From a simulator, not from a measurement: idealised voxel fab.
process module | voxel local oxidation
Section cut is 265 nm wide and gridded with 5 nm square cells.
When this document writes out a cross-section, it uses a grid of square cells and lists it as bands, beginning at the top and moving down, with a band standing for one or more rows of cells.
Band entry format. Leading values: height of top, height of bottom, nm. Remainder: materials in left-to-right order, each with its width in nm. Special words: "full width" on a single material, which then fills the band edge to edge; "blank", empty space.
A quick word on heights: they are counted from 0, and under that level the wafer as it came to us is one material throughout. The lowest band is different from the rest in having no bottom; it simply continues downward, written as in "z 0 and below".
Width: "30..40" (first number = top row, second number = bottom row, same change from row to row of cells).
A step reported as "everything unchanged" is a step in which no cell of the cross-section changed.
"Closed void table" contains a list of empty spaces, each no smaller than 8 cells and without an open way to the top, written in the form width x height at distance with the distance from the left edge and all three in nm.
Text after the settings on a step's line: the simulator's own remark on that step.
A step's line can hold "overlay nm"; with a mask on that step, the setting says how far right of the planned place the mask lay, while a negative setting says it lay to the left.

Here's what the planned process steps look like:
1. op RECEIVE | material Si
2. op OXIDIZE | depth nm 5
3. op CONFORMAL_DEP | material SiN | thk nm 15
4. op MASKED_ETCH | tone cover | mask id ACTIVE | width nm 105 | pitch nm 125 | etch materials SiN | depth nm 15 | overlay nm 0
5. op SELECTIVE_ETCH | etch materials SiO2 | depth nm 5
6. op OXIDIZE | depth nm 15
7. op STRIP | etch materials SiN

Cross-section of the wafer at receipt, which is the condition after step 1:
z 0 and below: Si full width
Closed void table: none

What the wafer looks like in cross-section after this module, when it starts as shown above and follows the plan above but one mistake is made in running it:
z 0 to -5: 10 nm SiO2; 115 nm blank; 10 nm SiO2; 115 nm blank; 15 nm SiO2
z -5 to -20: SiO2 full width
z -20 and below: Si full width
Closed void table: none
Here's what went sideways: in deviation from the planned setting, step 4 was conducted as op MASKED_ETCH | tone open | mask id ACTIVE | width nm 105 | pitch nm 125 | etch materials SiN | depth nm 15 | overlay nm 0
